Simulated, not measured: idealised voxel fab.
You're looking at the process module voxel wiring stack.
Shown is cross-section cut, with a width of 195 nm and square cells of size 5 nm.
Cross-section spec: square-cell grid; bands listed top down; each band is one or more rows.
Each band's line starts with the height of the band's top and of its bottom, in nm. Then come its materials from left to right, each with its width in nm. One material with "edge to edge" fills the band from edge to edge. "empty" is empty space.
Height is counted from the level 0, under which the received wafer is composed throughout of one material. The lowest of the bands is not closed at the bottom but continues downward, in the notation "z 0 and below".
When a width is written as two numbers, as in "30 to 40", the first number is the width in the top row of cells of the band and the second is the width in its bottom row, and the width changes by the same amount from each row to the next.
Step note "no change occurred" = no cross-section cell changed.
For the entry "Sealed void inventory", the listed items are empty spaces with no open way to the top whose size is 8 cells or more; each item follows the pattern width x height at distance, where distance is from the left edge and all three are in nm.
Formally, on a step line, whatever follows the settings is a remark that the simulator itself makes on the step.
Each step line may optionally specify "overlay nm", which for a step with a mask gives the rightward distance between the mask's planned place and where it lay, a negative value indicating the leftward direction.
## Steps in the process plan
1 RECEIVE with material Si
2 CONFORMAL_DEP with material SiO2, thk nm 15
3 CONFORMAL_DEP with material SiN, thk nm 5
4 DIRECTIONAL_DEP with material SiO2, thk nm 25
5 DIRECTIONAL_DEP with material aC, thk nm 10
6 PATTERN with tone open, mask id METAL_1, material resist, width nm 25, pitch nm 45, thk nm 25, overlay nm 0
7 DIRECTIONAL_ETCH with etch materials aC, depth nm 10
8 STRIP with etch materials resist
9 DIRECTIONAL_ETCH with etch materials SiO2, depth nm 25
10 DIRECTIONAL_ETCH with etch materials SiN, depth nm 5
11 STRIP with etch materials aC
12 CONFORMAL_DEP with material TiN, thk nm 5
13 FILL_DEP with material Ru, thk nm 5
14 CMP with height nm 45
15 EPI with material Ru, thk nm 5
16 FILL_DEP with material SiCN, thk nm 5
17 DIRECTIONAL_DEP with material SiO2, thk nm 30
18 DIRECTIONAL_DEP with material aC, thk nm 15
19 PATTERN with tone open, mask id METAL_2, material resist, width nm 25, pitch nm 45, thk nm 30, overlay nm 0
20 DIRECTIONAL_ETCH with etch materials aC, depth nm 15
21 STRIP with etch materials resist
22 DIRECTIONAL_ETCH with etch materials SiO2, depth nm 15
23 STRIP with etch materials aC
24 DIRECTIONAL_DEP with material aC, thk nm 10
25 PATTERN with tone open, mask id METAL_2_HOLES, material resist, width nm 15, pitch nm 90, thk nm 30, overlay nm 0
26 DIRECTIONAL_ETCH with etch materials aC, depth nm 10
27 STRIP with etch materials resist
28 DIRECTIONAL_ETCH with etch materials SiO2, depth nm 15
29 DIRECTIONAL_ETCH with etch materials SiCN, depth nm 5
30 STRIP with etch materials aC
31 CONFORMAL_DEP with material TiN, thk nm 5
32 FILL_DEP with material Cu, thk nm 5
33 CMP with height nm 85
34 CONFORMAL_DEP with material SiCN, thk nm 5
35 DIRECTIONAL_DEP with material lowk, thk nm 10
36 DIRECTIONAL_DEP with material aC, thk nm 15
37 PATTERN with tone open, mask id PLUG_2, material resist, width nm 15, pitch nm 45, thk nm 30, overlay nm 0
38 DIRECTIONAL_ETCH with etch materials aC, depth nm 15
39 STRIP with etch materials resist
40 DIRECTIONAL_ETCH with etch materials lowk, depth nm 10
41 DIRECTIONAL_ETCH with etch materials SiCN, depth nm 5
42 STRIP with etch materials aC
43 CONFORMAL_DEP with material TiN, thk nm 5
44 FILL_DEP with material Ru, thk nm 10
45 CMP with height nm 100
46 DIRECTIONAL_DEP with material TiN, thk nm 5
47 DIRECTIONAL_DEP with material W, thk nm 15
48 MASKED_ETCH with tone cover, mask id METAL_3, width nm 25, pitch nm 45, etch materials W, depth nm 15, overlay nm 0
49 MASKED_ETCH with tone cover, mask id METAL_3, width nm 25, pitch nm 45, etch materials TiN, depth nm 5, overlay nm 0
50 CONFORMAL_DEP with material SiN, thk nm 5
51 FILL_DEP with material lowk, thk nm 5
52 CMP with height nm 120
53 CONFORMAL_DEP with material SiN, thk nm 5
## This is the cross-section of the wafer as we received it, i.e. after step 1
> z 0 and below = Si edge to edge
> Sealed void inventory: none
## Module complete, cross-section. Starting point and plan per above. One mistake made in running the module
> z 125 to 120 = SiN edge to edge
> z 120 to 110 = W: 40, SiN: 5, lowk: 15, SiN: 5, W: 20, SiN: 5, lowk: 15, SiN: 5, W: 20, SiN: 5, lowk: 15, SiN: 5, W: 40
> z 110 to 105 = W: 40, SiN: 25, W: 20, SiN: 25, W: 20, SiN: 25, W: 40
> z 105 to 100 = TiN edge to edge
> z 100 to 90 = lowk: 40, TiN: 5, Ru: 5, TiN: 5, lowk: 30, TiN: 5, Ru: 5, TiN: 5, lowk: 30, TiN: 5, Ru: 5, TiN: 5, lowk: 50
> z 90 to 85 = SiCN: 40, TiN: 15, SiCN: 30, TiN: 15, SiCN: 30, TiN: 15, SiCN: 50
> z 85 to 75 = SiO2: 40, TiN: 5, Cu: 15, TiN: 5, SiO2: 20, TiN: 5, Cu: 15, TiN: 5, SiO2: 20, TiN: 5, Cu: 15, TiN: 5, SiO2: 40
> z 75 to 70 = SiO2: 40, TiN: 5, Cu: 5, TiN: 15, SiO2: 20, TiN: 25, SiO2: 20, TiN: 5, Cu: 5, TiN: 15, SiO2: 40
> z 70 to 55 = SiO2: 40, TiN: 5, Cu: 5, TiN: 5, SiO2: 75, TiN: 5, Cu: 5, TiN: 5, SiO2: 50
> z 55 to 50 = SiCN: 40, TiN: 15, SiCN: 75, TiN: 15, SiCN: 50
> z 50 to 45 = SiCN: 35, Ru: 35, SiCN: 10, Ru: 35, SiCN: 10, Ru: 35, SiCN: 35
> z 45 to 20 = SiO2: 40, TiN: 5, Ru: 15, TiN: 5, SiO2: 20, TiN: 5, Ru: 15, TiN: 5, SiO2: 20, TiN: 5, Ru: 15, TiN: 5, SiO2: 40
> z 20 to 15 = SiN: 40, TiN: 25, SiN: 20, TiN: 25, SiN: 20, TiN: 25, SiN: 40
> z 15 to 0 = SiO2 edge to edge
> z 0 and below = Si edge to edge
> Sealed void inventory: none
Short version of what went wrong: step 48 went in with a setting other than planned; the actual run was MASKED_ETCH with tone open, mask id METAL_3, width nm 25, pitch nm 45, etch materials W, depth nm 15, overlay nm 0
